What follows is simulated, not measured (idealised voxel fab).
process module | voxel capacitor over wiring
cross-section cut | 285 nm wide | cells 5 nm
A cross-section is a grid of square cells, given in bands from the top down. A band is one or more rows of cells.
Each band's line starts with the height of the band's top and of its bottom, in nm. Then come its materials from left to right, each with its width in nm. One material with "throughout" fills the band from edge to edge. "air" is empty space.
Height 0 is the level under which the wafer as received is all one material. The lowest band goes on downwards, as in "0 down".
A width such as "30 to 40" changes by the same amount from each row of cells to the next, from the band's top row to its bottom row.
"no change" after a step means that no cell of the cross-section changed.
closed voids: empty space of 8 cells or more with no open way to the top, each as width x height at its distance from the left edge, in nm
after a step's settings: what the simulator itself notes on the step
overlay nm, on a step with a mask: how far to the right of its planned place the mask lay; to the left if negative
plan
1 op RECEIVE | material Si
2 op CONFORMAL_DEP | material SiO2 | thk nm 10
3 op DIRECTIONAL_DEP | material TiN | thk nm 5
4 op DIRECTIONAL_DEP | material Ru | thk nm 25
5 op PATTERN | tone cover | mask id METAL_1 | material resist | width nm 20 | pitch nm 75 | thk nm 20 | overlay nm 0
6 op DIRECTIONAL_ETCH | etch materials Ru | depth nm 25
7 op DIRECTIONAL_ETCH | etch materials TiN | depth nm 5
8 op STRIP | etch materials resist
9 op CONFORMAL_DEP | material SiN | thk nm 5
10 op FILL_DEP | material lowk | thk nm 5
11 op CMP | height nm 40
12 op CONFORMAL_DEP | material SiCN | thk nm 5
13 op DIRECTIONAL_DEP | material SiO2 | thk nm 20
14 op DIRECTIONAL_DEP | material aC | thk nm 10
15 op PATTERN | tone open | mask id PLUG_1 | material resist | width nm 15 | thk nm 30 | overlay nm 0
16 op DIRECTIONAL_ETCH | etch materials aC | depth nm 10
17 op STRIP | etch materials resist
18 op DIRECTIONAL_ETCH | etch materials SiO2 | depth nm 20
19 op DIRECTIONAL_ETCH | etch materials SiCN | depth nm 5
20 op STRIP | etch materials aC
21 op EPI | material Ru | thk nm 10
22 op EPI | material Ru | thk nm 10
23 op EPI | material Ru | thk nm 5
24 op DIRECTIONAL_DEP | material TiN | thk nm 10
25 op DIRECTIONAL_DEP | material Al2O3 | thk nm 5
26 op DIRECTIONAL_DEP | material TiN | thk nm 5
27 op DIRECTIONAL_DEP | material aC | thk nm 15
28 op PATTERN | tone cover | mask id UPPER_PLATE | material resist | width nm 60 | thk nm 35 | overlay nm 0
29 op DIRECTIONAL_ETCH | etch materials aC | depth nm 15
30 op STRIP | etch materials resist
31 op DIRECTIONAL_ETCH | etch materials TiN | depth nm 5
32 op DIRECTIONAL_ETCH | etch materials Al2O3 | depth nm 5
33 op STRIP | etch materials aC
34 op MASKED_ETCH | tone cover | mask id LOWER_PLATE | width nm 70 | etch materials TiN | depth nm 10 | overlay nm 0
35 op FILL_DEP | material SiO2 | thk nm 20
36 op CMP | height nm 100
37 op PATTERN | tone open | mask id PLUG_2 | material resist | width nm 15 | thk nm 15 | overlay nm 0
38 op DIRECTIONAL_ETCH | etch materials SiO2 | depth nm 15
39 op STRIP | etch materials resist
40 op CONFORMAL_DEP | material TiN | thk nm 5
41 op FILL_DEP | material Cu | thk nm 5
42 op CMP | height nm 100
43 op CONFORMAL_DEP | material SiN | thk nm 5
as received, after step 1
  0 down: Si throughout
  closed voids: none
a wafer at the end: this start, this plan, one mistake
  105 to 100: SiN throughout
  100 to 90: SiO2 110 | TiN 5 | Cu 5 | TiN 5 | SiO2 160
  90 to 80: SiO2 110 to 100 | TiN 15 to 60 | SiO2 160 to 125
  80 to 75: SiO2 100 | Al2O3 60 | SiO2 125
  75 to 65: SiO2 95 | TiN 70 | SiO2 120
  65 to 45: SiO2 100 | Ru 15 | SiO2 170
  45 to 40: SiCN 100 | Ru 15 | SiCN 170
  40 to 15: lowk 100 | SiN 5 | Ru 20 | SiN 5 | lowk 45 | SiN 5 | Ru 20 | SiN 5 | lowk 80
  15 to 10: SiN 105 | TiN 20 | SiN 55 | TiN 20 | SiN 85
  10 to 0: SiO2 throughout
  0 down: Si throughout
  closed voids: none
what went wrong: step 5 ran as: op PATTERN | tone cover | mask id METAL_1 | material resist | width nm 20 | pitch nm 75 | thk nm 20 | overlay nm 10
